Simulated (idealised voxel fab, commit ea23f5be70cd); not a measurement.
The name of this process module is voxel released beams.
Square cell edge 5 nm, section width 200 nm, ID cut.
A cross-section is written here as square cells arranged in a grid, and it is given in bands from the top down, each band taking up one or more rows of cells. This entry defines a band. It first specifies the height of the band's top and the height of its bottom in nm, and then specifies the band's materials from left to right, stating each material with its width in nm. The word "throughout" identifies a single material that fills the band from edge to edge, while the word "blank" identifies empty space. Note: height 0 marks the level under which the wafer is uniformly one material as received. Lowest band unbounded below, written "from 0 down". A width given as "30->40" starts at the first number in the band's top row and ends at the second number in its bottom row, shifting by an equal amount at every step from row to row. What does "nothing changed" mean for a step? It means no cell of the cross-section changed in that step. Look at "Closed void inventory" for the closed voids: empty spaces with no open path to the top, sized 8 cells or up. Each is width x height at distance, distance from the left edge, all nm. What comes after the settings on a step's line is commentary from the simulator itself on that step. overlay nm, on a step with a mask: how far to the right of its planned place the mask lay; to the left if negative.

-- Set out below are the planned steps of the process
1: RECEIVE [material Si]
2: CONFORMAL_DEP [material SiN] [thk nm 5]
3: DIRECTIONAL_DEP [material SiO2] [thk nm 15]
4: DIRECTIONAL_DEP [material aC] [thk nm 15]
5: PATTERN [tone open] [mask id ANCHOR] [material resist] [width nm 45] [thk nm 30] [overlay nm -15]
6: DIRECTIONAL_ETCH [etch materials aC] [depth nm 15]
7: STRIP [etch materials resist]
8: DIRECTIONAL_ETCH [etch materials SiO2] [depth nm 15]
9: STRIP [etch materials aC]
10: CONFORMAL_DEP [material W] [thk nm 15]
11: PATTERN [tone cover] [mask id BEAM] [material resist] [width nm 90] [thk nm 20] [overlay nm 0]
12: DIRECTIONAL_ETCH [etch materials W] [depth nm 15]
13: STRIP [etch materials resist]
14: STRIP [etch materials SiO2]
Quick note for whoever runs this: the wafers start identical, but the overlay nm at step 5 isn't the same across them. The plan just shows what the first wafer had.

-- As received, i.e. after step 1: cross-section through the first of several wafers
from 0 down  Si throughout
Closed void inventory: none

-- First of several wafers, sectioned at end of module (last step: step 14)
from 35 to 20  50 nm blank / 5 nm W / 15 nm blank / 70 nm W / 60 nm blank
from 20 to 5  40 nm blank / 45 nm W / 115 nm blank
from 5 to 0  SiN throughout
from 0 down  Si throughout
Closed void inventory: none

-- Cross-section of the last wafer at end of module
from 35 to 20  50 nm blank / 35 nm W / 15 nm blank / 40 nm W / 60 nm blank
from 20 to 5  70 nm blank / 45 nm W / 85 nm blank
from 5 to 0  SiN throughout
from 0 down  Si throughout
Closed void inventory: none

-- Row per wafer, end-of-module: cell gain (+)/loss (-) by material since the wafer came in, then closed voids
overlay nm -15; +40 SiN; +72 W; Closed void inventory: none
overlay nm -10; +40 SiN; +72 W; Closed void inventory: none
overlay nm -5; +40 SiN; +72 W; Closed void inventory: none
overlay nm 0; +40 SiN; +72 W; Closed void inventory: none
overlay nm 5; +40 SiN; +72 W; Closed void inventory: none
overlay nm 10; +40 SiN; +72 W; Closed void inventory: none
overlay nm 15; +40 SiN; +72 W; Closed void inventory: none
